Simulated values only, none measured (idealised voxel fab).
Process module name: voxel fin reveal
Section cut is 230 nm wide and gridded with 5 nm square cells.
The cross-sections in this document take the form of a grid made of square cells. They are written out as bands, in order from top to bottom. Each band consists of one or more rows of cells. Band: top and bottom heights (nm) first, top before bottom; then materials from left to right, widths in nm. "all across" marks a sole material filling the band edge to edge. "blank" denotes empty space. Below 0: as-received wafer, all one material; heights counted from there. Lowest band: no bottom, goes on down, written "0 and below". The expression "30->40" gives the width at the extremes of the band, the first number at its top row of cells and the second at its bottom row, with the width changing by equal amounts from each row to the next in between. It should be understood that the words "everything unchanged", when stated for a given step, signify that the cross-section underwent no change in any of its cells during that step. The entry "Closed void list" lists the empty spaces that cover at least 8 cells and have no open path to the top. Each is written as width x height at distance, where the distance is measured from the left edge and all three values are in nm. Anything after a step's settings on that line? It's the simulator's own note about the step. Regarding "overlay nm": on a step with a mask, it is the distance the mask lay to the right of its planned place; a negative value places it to the left.
So here's the lineup of process steps we planned:
1 RECEIVE,material Si
2 CONFORMAL_DEP,material SiN,thk nm 5
3 DIRECTIONAL_DEP,material aC,thk nm 15
4 PATTERN,tone cover,mask id FINS,material resist,width nm 15,pitch nm 35,thk nm 35,overlay nm 0
5 DIRECTIONAL_ETCH,etch materials aC,depth nm 15
6 STRIP,etch materials resist
7 DIRECTIONAL_ETCH,etch materials SiN,depth nm 5
8 DIRECTIONAL_ETCH,etch materials Si,depth nm 30
9 STRIP,etch materials aC
10 FILL_DEP,material SiO2,thk nm 10
11 CMP,height nm 5
12 SELECTIVE_ETCH,etch materials SiO2,depth nm 25
13 STRIP,etch materials SiN
14 CONFORMAL_DEP,material HfO2,thk nm 5
First wafer of two (run as planned):
Shown in cross-section is the wafer as received, that is, as it stands after step 1:
	0 and below = Si all across
	Closed void list: none
Cross-section through the wafer, step 2 finished:
	5 down to 0 = SiN all across
	No changes below 0.
Cross-section through the wafer, step 3 finished:
	20 down to 5 = aC all across
	No changes below 5.
Cross-section through the wafer, step 4 finished:
	55 down to 20 = blank 70 nm, then resist 15 nm, then blank 20 nm, then resist 15 nm, then blank 20 nm, then resist 15 nm, then blank 75 nm
	No changes below 20.
Cross-section through the wafer, step 5 finished:
	40 down to 20 = blank 70 nm, then resist 15 nm, then blank 20 nm, then resist 15 nm, then blank 20 nm, then resist 15 nm, then blank 75 nm
	20 down to 5 = blank 70 nm, then aC 15 nm, then blank 20 nm, then aC 15 nm, then blank 20 nm, then aC 15 nm, then blank 75 nm
	No changes below 5.
Cross-section through the wafer, step 6 finished:
	20 down to 5 = blank 70 nm, then aC 15 nm, then blank 20 nm, then aC 15 nm, then blank 20 nm, then aC 15 nm, then blank 75 nm
	No changes below 5.
Cross-section through the wafer, step 7 finished:
	20 down to 5 = blank 70 nm, then aC 15 nm, then blank 20 nm, then aC 15 nm, then blank 20 nm, then aC 15 nm, then blank 75 nm
	5 down to 0 = blank 70 nm, then SiN 15 nm, then blank 20 nm, then SiN 15 nm, then blank 20 nm, then SiN 15 nm, then blank 75 nm
	No changes below 0.
Cross-section through the wafer, step 8 finished:
	20 down to 5 = blank 70 nm, then aC 15 nm, then blank 20 nm, then aC 15 nm, then blank 20 nm, then aC 15 nm, then blank 75 nm
	5 down to 0 = blank 70 nm, then SiN 15 nm, then blank 20 nm, then SiN 15 nm, then blank 20 nm, then SiN 15 nm, then blank 75 nm
	0 down to -30 = blank 70 nm, then Si 15 nm, then blank 20 nm, then Si 15 nm, then blank 20 nm, then Si 15 nm, then blank 75 nm
	No changes below -30.
Cross-section through the wafer, step 9 finished:
	5 down to 0 = blank 70 nm, then SiN 15 nm, then blank 20 nm, then SiN 15 nm, then blank 20 nm, then SiN 15 nm, then blank 75 nm
	No changes below 0.
Cross-section through the wafer, step 10 finished:
	15 down to 5 = SiO2 all across
	5 down to 0 = SiO2 70 nm, then SiN 15 nm, then SiO2 20 nm, then SiN 15 nm, then SiO2 20 nm, then SiN 15 nm, then SiO2 75 nm
	0 down to -30 = SiO2 70 nm, then Si 15 nm, then SiO2 20 nm, then Si 15 nm, then SiO2 20 nm, then Si 15 nm, then SiO2 75 nm
	No changes below -30.
Cross-section through the wafer, step 11 finished:
	5 down to 0 = SiO2 70 nm, then SiN 15 nm, then SiO2 20 nm, then SiN 15 nm, then SiO2 20 nm, then SiN 15 nm, then SiO2 75 nm
	No changes below 0.
Cross-section through the wafer, step 12 finished:
	5 down to 0 = blank 70 nm, then SiN 15 nm, then blank 20 nm, then SiN 15 nm, then blank 20 nm, then SiN 15 nm, then blank 75 nm
	0 down to -20 = blank 70 nm, then Si 15 nm, then blank 20 nm, then Si 15 nm, then blank 20 nm, then Si 15 nm, then blank 75 nm
	No changes below -20.
Cross-section through the wafer, step 13 finished:
	0 down to -20 = blank 70 nm, then Si 15 nm, then blank 20 nm, then Si 15 nm, then blank 20 nm, then Si 15 nm, then blank 75 nm
	No changes below -20.
Cross-section through the wafer, step 14 finished:
	5 down to 0 = blank 65 nm, then HfO2 25 nm, then blank 10 nm, then HfO2 25 nm, then blank 10 nm, then HfO2 25 nm, then blank 70 nm
	0 down to -15 = blank 65 nm, then HfO2 5 nm, then Si 15 nm, then HfO2 5 nm, then blank 10 nm, then HfO2 5 nm, then Si 15 nm, then HfO2 5 nm, then blank 10 nm, then HfO2 5 nm, then Si 15 nm, then HfO2 5 nm, then blank 70 nm
	-15 down to -20 = HfO2 70 nm, then Si 15 nm, then HfO2 20 nm, then Si 15 nm, then HfO2 20 nm, then Si 15 nm, then HfO2 75 nm
	No changes below -20.
Second wafer - shared start and plan with the first - one error in running - same as the first up to step 3 inclusive:
Planned end of step 4: second wafer, cross-section:
	55 down to 20 = blank 70 nm, then resist 20 nm, then blank 15 nm, then resist 20 nm, then blank 15 nm, then resist 20 nm, then blank 70 nm
	No changes below 20.
Planned end of step 5: second wafer, cross-section:
	40 down to 20 = blank 70 nm, then resist 20 nm, then blank 15 nm, then resist 20 nm, then blank 15 nm, then resist 20 nm, then blank 70 nm
	20 down to 5 = blank 70 nm, then aC 20 nm, then blank 15 nm, then aC 20 nm, then blank 15 nm, then aC 20 nm, then blank 70 nm
	No changes below 5.
Planned end of step 6: second wafer, cross-section:
	20 down to 5 = blank 70 nm, then aC 20 nm, then blank 15 nm, then aC 20 nm, then blank 15 nm, then aC 20 nm, then blank 70 nm
	No changes below 5.
Planned end of step 7: second wafer, cross-section:
	20 down to 5 = blank 70 nm, then aC 20 nm, then blank 15 nm, then aC 20 nm, then blank 15 nm, then aC 20 nm, then blank 70 nm
	5 down to 0 = blank 70 nm, then SiN 20 nm, then blank 15 nm, then SiN 20 nm, then blank 15 nm, then SiN 20 nm, then blank 70 nm
	No changes below 0.
Planned end of step 8: second wafer, cross-section:
	20 down to 5 = blank 70 nm, then aC 20 nm, then blank 15 nm, then aC 20 nm, then blank 15 nm, then aC 20 nm, then blank 70 nm
	5 down to 0 = blank 70 nm, then SiN 20 nm, then blank 15 nm, then SiN 20 nm, then blank 15 nm, then SiN 20 nm, then blank 70 nm
	0 down to -30 = blank 70 nm, then Si 20 nm, then blank 15 nm, then Si 20 nm, then blank 15 nm, then Si 20 nm, then blank 70 nm
	No changes below -30.
Planned end of step 9: second wafer, cross-section:
	5 down to 0 = blank 70 nm, then SiN 20 nm, then blank 15 nm, then SiN 20 nm, then blank 15 nm, then SiN 20 nm, then blank 70 nm
	No changes below 0.
Planned end of step 10: second wafer, cross-section:
	15 down to 5 = SiO2 all across
	5 down to 0 = SiO2 70 nm, then SiN 20 nm, then SiO2 15 nm, then SiN 20 nm, then SiO2 15 nm, then SiN 20 nm, then SiO2 70 nm
	0 down to -30 = SiO2 70 nm, then Si 20 nm, then SiO2 15 nm, then Si 20 nm, then SiO2 15 nm, then Si 20 nm, then SiO2 70 nm
	No changes below -30.
Planned end of step 11: second wafer, cross-section:
	5 down to 0 = SiO2 70 nm, then SiN 20 nm, then SiO2 15 nm, then SiN 20 nm, then SiO2 15 nm, then SiN 20 nm, then SiO2 70 nm
	No changes below 0.
Planned end of step 12: second wafer, cross-section:
	5 down to 0 = blank 70 nm, then SiN 20 nm, then blank 15 nm, then SiN 20 nm, then blank 15 nm, then SiN 20 nm, then blank 70 nm
	0 down to -20 = blank 70 nm, then Si 20 nm, then blank 15 nm, then Si 20 nm, then blank 15 nm, then Si 20 nm, then blank 70 nm
	No changes below -20.
Planned end of step 13: second wafer, cross-section:
	0 down to -20 = blank 70 nm, then Si 20 nm, then blank 15 nm, then Si 20 nm, then blank 15 nm, then Si 20 nm, then blank 70 nm
	No changes below -20.
Planned end of step 14: second wafer, cross-section:
	5 down to 0 = blank 65 nm, then HfO2 30 nm, then blank 5 nm, then HfO2 30 nm, then blank 5 nm, then HfO2 30 nm, then blank 65 nm
	0 down to -15 = blank 65 nm, then HfO2 5 nm, then Si 20 nm, then HfO2 5 nm, then blank 5 nm, then HfO2 5 nm, then Si 20 nm, then HfO2 5 nm, then blank 5 nm, then HfO2 5 nm, then Si 20 nm, then HfO2 5 nm, then blank 65 nm
	-15 down to -20 = HfO2 70 nm, then Si 20 nm, then HfO2 15 nm, then Si 20 nm, then HfO2 15 nm, then Si 20 nm, then HfO2 70 nm
	No changes below -20.
The mistake made against the process plan was this: step 4 off recipe, ran as PATTERN,tone cover,mask id FINS,material resist,width nm 20,pitch nm 35,thk nm 35,overlay nm 0
Counted in cells at the end, the second wafer holds more or fewer of these materials than the first: Si +18; SiO2 -6
